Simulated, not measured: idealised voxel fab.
Documented hereafter: the process module known as voxel air gaps.
The figure presents cross-section cut, which has a width of 240 nm and is divided into square cells with an edge length of 5 nm.
Cross-section layout: square cells on a grid; listed as bands, top to bottom; a band spans one or more cell rows.
Heads up on the band format: heights come first, top then bottom, in nm. After that it's the materials left to right, each with its width in nm. A single material flagged "full width" fills the whole band edge to edge, and "empty" means there's empty space there.
The reference from which all heights are counted is 0, the level beneath which the as-received wafer is entirely one material; the lowest band, having no lower bound, proceeds downward and is written after the example "top 0, no bottom".
The width entry "30 to 40" should be interpreted row by row: the top row of cells in the band takes the first number, the bottom row takes the second number, and the change between adjacent rows is uniform throughout.
It should be understood that the words "remained unchanged", when stated for a given step, signify that the cross-section underwent no change in any of its cells during that step.
Catalogued sealed voids: empty space of 8 cells or more with no open way to the top, each as width x height at its distance from the left edge, in nm
On a step's line, text after the settings is the simulator commenting on that step.
On any step carrying a mask, the "overlay nm" setting, if present on the step's line, tells how far right of its planned place the mask lay; negative values point to the left.

-- Process steps (planned)
1) RECEIVE [material Si]
2) CONFORMAL_DEP [material SiO2] [thk nm 10]
3) CONFORMAL_DEP [material SiCN] [thk nm 5]
4) DIRECTIONAL_DEP [material SiO2] [thk nm 40]
5) MASKED_ETCH [tone open] [mask id LINES] [width nm 15] [pitch nm 45] [etch materials SiO2] [depth nm 40] [overlay nm 0]
6) CONFORMAL_DEP [material TiN] [thk nm 5]
7) FILL_DEP [material Cu] [thk nm 10]
8) CMP [height nm 55]
9) EPI [material Ru] [thk nm 10]
10) SELECTIVE_ETCH [etch materials SiO2] [depth nm 50]
11) CONFORMAL_DEP [material SiCN] [thk nm 5]

-- Received-state cross-section, reflecting completion of step 1
	top 0, no bottom  Si full width
	Catalogued sealed voids: none

-- Post-module cross-section of the first of two wafers (run per plan)
	top 70, bottom 65  empty=30  SiCN=180  empty=30
	top 65, bottom 55  empty=30  SiCN=5  Ru=35  SiCN=10  Ru=35  SiCN=10  Ru=35  SiCN=10  Ru=35  SiCN=5  empty=30
	top 55, bottom 50  empty=30  SiCN=15  TiN=5  Cu=5  TiN=5  SiCN=30  TiN=5  Cu=5  TiN=5  SiCN=30  TiN=5  Cu=5  TiN=5  SiCN=30  TiN=5  Cu=5  TiN=5  SiCN=15  empty=30
	top 50, bottom 20  empty=40  SiCN=5  TiN=5  Cu=5  TiN=5  SiCN=5  empty=20  SiCN=5  TiN=5  Cu=5  TiN=5  SiCN=5  empty=20  SiCN=5  TiN=5  Cu=5  TiN=5  SiCN=5  empty=20  SiCN=5  TiN=5  Cu=5  TiN=5  SiCN=5  empty=40
	top 20, bottom 15  SiCN=45  TiN=15  SiCN=30  TiN=15  SiCN=30  TiN=15  SiCN=30  TiN=15  SiCN=45
	top 15, bottom 10  SiCN full width
	top 10, bottom 0  SiO2 full width
	top 0, no bottom  Si full width
	Catalogued sealed voids: 20 x 30 at 65; 20 x 30 at 110; 20 x 30 at 155

-- Cross-sectional image of the second wafer of the two following completion of the module. Starting state and process plan were the same as for the first wafer; one execution error occurred
	top 85, bottom 80  SiCN full width
	top 80, bottom 70  Ru full width
	top 70, bottom 60  Cu full width
	top 60, bottom 55  TiN=50  Cu=5  TiN=40  Cu=5  TiN=40  Cu=5  TiN=40  Cu=5  TiN=50
	top 55, bottom 20  SiO2=45  TiN=5  Cu=5  TiN=5  SiO2=30  TiN=5  Cu=5  TiN=5  SiO2=30  TiN=5  Cu=5  TiN=5  SiO2=30  TiN=5  Cu=5  TiN=5  SiO2=45
	top 20, bottom 15  SiO2=45  TiN=15  SiO2=30  TiN=15  SiO2=30  TiN=15  SiO2=30  TiN=15  SiO2=45
	top 15, bottom 10  SiCN full width
	top 10, bottom 0  SiO2 full width
	top 0, no bottom  Si full width
	Catalogued sealed voids: none
Where did the run depart from the plan? with respect to the plan, step 8 was omitted and not executed
The closing comparison, in cells, has the second wafer with more or fewer of some materials than the first: +100 Cu | +40 Ru | -112 SiCN | +288 SiO2 | +44 TiN
Final count of closed voids per wafer: 3 in the first, 0 in the second.
